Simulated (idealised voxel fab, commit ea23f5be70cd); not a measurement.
Process module name: voxel trench capacitor
Pictured: cross-section cut, 285 nm wide, on a grid of 5 nm square cells.
Square cells in a grid make up a cross-section in this document, and the grid is given as bands, listed from the top down, each one or more rows of cells. Within each band entry, the heights of the top and of the bottom of the band appear first, in that order and in nm; the materials of the band then follow from left to right, each with its corresponding width in nm. The designation "edge to edge" on a single material indicates that it fills the band from edge to edge; the designation "empty" indicates empty space. For the purposes of this specification, 0 denotes the height below which the wafer in its as-received condition is composed wholly of one material, and the lowermost band, lacking a lower limit, extends downward without end, as expressed in "0 down". Per-row width for "30->40": begins at first number (top row of band), ends at second number (bottom row), increment between rows held constant. "changes: none", as given for a step, is the statement that not any cell of the cross-section underwent a change during that step. Listed in "Enclosed empty spaces": every empty space of 8 or more cells without an open way to the top. Form: width x height at distance, the distance being from the left edge, all in nm. Step line, after settings: the simulator's comment on this step. The "overlay nm" setting may appear on a step's line; for a step that uses a mask, it gives how far to the right of its planned position the mask lay, and a negative value indicates the left.
### The following list gives the planned process steps
1) RECEIVE: material Si
2) CONFORMAL_DEP: material SiN, thk nm 5
3) DIRECTIONAL_DEP: material aC, thk nm 10
4) PATTERN: tone open, mask id TRENCH, material resist, width nm 30, pitch nm 60, thk nm 25, overlay nm 0
5) DIRECTIONAL_ETCH: etch materials aC, depth nm 10
6) STRIP: etch materials resist
7) DIRECTIONAL_ETCH: etch materials SiN, depth nm 5
8) DIRECTIONAL_ETCH: etch materials Si, depth nm 30
9) STRIP: etch materials aC
10) CONFORMAL_DEP: material HfO2, thk nm 5
11) CONFORMAL_DEP: material TiN, thk nm 5
12) FILL_DEP: material W, thk nm 10
13) CMP: height nm 5
Where the wafers of this document differ is in the thk nm of step 10; they start out the same, and the plan states the value that applied to the first wafer.
### Cross-section of the first of several received wafers, showing its state after step 1
    0 down: Si edge to edge
    Enclosed empty spaces: none
### Below, a row for every wafer. Read it as the end-of-module picture: for each material the wafer shows its cells gained (+) or lost (-) since it was received, and then its closed voids
thk nm 5; +72 HfO2; -144 Si; +33 SiN; +56 TiN; +40 W; Enclosed empty spaces: none
thk nm 10; +128 HfO2; -144 Si; +33 SiN; +40 TiN; Enclosed empty spaces: none
thk nm 15; +168 HfO2; -144 Si; +33 SiN; Enclosed empty spaces: none
thk nm 20; +168 HfO2; -144 Si; +33 SiN; Enclosed empty spaces: none
